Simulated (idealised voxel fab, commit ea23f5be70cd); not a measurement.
A process module follows: voxel self aligned contacts.
FYI the section here is cut, 160 nm wide, cells are 5 nm squares.
Cross-section spec: square-cell grid; bands listed top down; each band is one or more rows.
Look at the band entry: it leads with the top's height and the bottom's height in nm. Then it lists the materials left to right, with a width in nm for each. The word "full width" on a single material says that material fills the band edge to edge. The word "blank" is empty space.
Convention: height 0 is the level below which the wafer, as received, is all one material. The lowest band does not terminate at the bottom but continues downward, represented as "0..down".
Top row gets the first number, bottom row gets the second, and each row in between changes by the same step: that is how a band width like "30->40" works.
Where the words "same as before" appear for a step, the cross-section shows no cell changed by that step; every cell remained as before.
Closed-off voids of 8+ cells (no open route to the top) go in "Fully closed voids", written width x height at distance from the left edge, in nm.
It should be noted that, on the line of a given step, the content following the step's settings is a remark produced by the simulator itself with respect to that step.
overlay nm: mask offset rightward from planned place, masked step; negative means leftward offset.
-- So here's the lineup of process steps we planned
| 1 | op RECEIVE | material Si |
| 2 | op CONFORMAL_DEP | material SiO2 | thk nm 5 |
| 3 | op DIRECTIONAL_DEP | material polySi | thk nm 20 |
| 4 | op DIRECTIONAL_DEP | material SiN | thk nm 15 |
| 5 | op DIRECTIONAL_DEP | material aC | thk nm 15 |
| 6 | op PATTERN | tone cover | mask id GATE | material resist | width nm 30 | pitch nm 65 | thk nm 30 | overlay nm 0 |
| 7 | op DIRECTIONAL_ETCH | etch materials aC | depth nm 15 |
| 8 | op STRIP | etch materials resist |
| 9 | op DIRECTIONAL_ETCH | etch materials SiN | depth nm 15 |
| 10 | op DIRECTIONAL_ETCH | etch materials polySi | depth nm 20 |
| 11 | op STRIP | etch materials aC |
| 12 | op CONFORMAL_DEP | material SiN | thk nm 5 |
| 13 | op DIRECTIONAL_ETCH | etch materials SiN | depth nm 5 |
| 14 | op FILL_DEP | material SiO2 | thk nm 15 |
| 15 | op CMP | height nm 45 |
| 16 | op DIRECTIONAL_DEP | material aC | thk nm 15 |
| 17 | op PATTERN | tone open | mask id CONTACT | material resist | width nm 45 | thk nm 30 | overlay nm 0 |
| 18 | op DIRECTIONAL_ETCH | etch materials aC | depth nm 15 |
| 19 | op STRIP | etch materials resist |
| 20 | op DIRECTIONAL_ETCH | etch materials SiO2 | depth nm 45 |
| 21 | op STRIP | etch materials aC |
| 22 | op CONFORMAL_DEP | material TiN | thk nm 5 |
| 23 | op FILL_DEP | material W | thk nm 10 |
| 24 | op CMP | height nm 45 |
| 25 | op CONFORMAL_DEP | material SiCN | thk nm 5 |
-- Step 1 complete: cross-section of the wafer as received
	0..down = Si full width
	Fully closed voids: none
-- Wafer cross-section at module end: first of two, run to plan
	50..45 = SiCN full width
	45..40 = SiO2 55  TiN 15  W 15  TiN 15  SiO2 60
	40..25 = SiO2 25  SiN 40  TiN 5  W 15  TiN 5  SiN 40  SiO2 30
	25..5 = SiO2 25  SiN 5  polySi 30  SiN 5  TiN 5  W 15  TiN 5  SiN 5  polySi 30  SiN 5  SiO2 30
	5..0 = SiO2 65  TiN 25  SiO2 70
	0..down = Si full width
	Fully closed voids: none
-- Cross-section, wafer two of two, end of module: same start and plan as wafer one, one error in execution
	50..45 = SiCN full width
	45..40 = SiO2 55  TiN 15  W 15  TiN 15  SiO2 60
	40..25 = SiO2 25  SiN 40  TiN 5  W 15  TiN 5  SiN 40  SiO2 30
	25..20 = SiO2 65  TiN 25  SiO2 70
	20..0 = polySi full width
	0..down = Si full width
	Fully closed voids: none
In executing the process, a mistake was made relative to the plan: steps 2 and 3 run out of order (swapped)
In the final state, the cell counts of the second wafer exceed or fall short of those of the first for the following materials: SiN -16, SiO2 -44, TiN -8, W -12, polySi +80
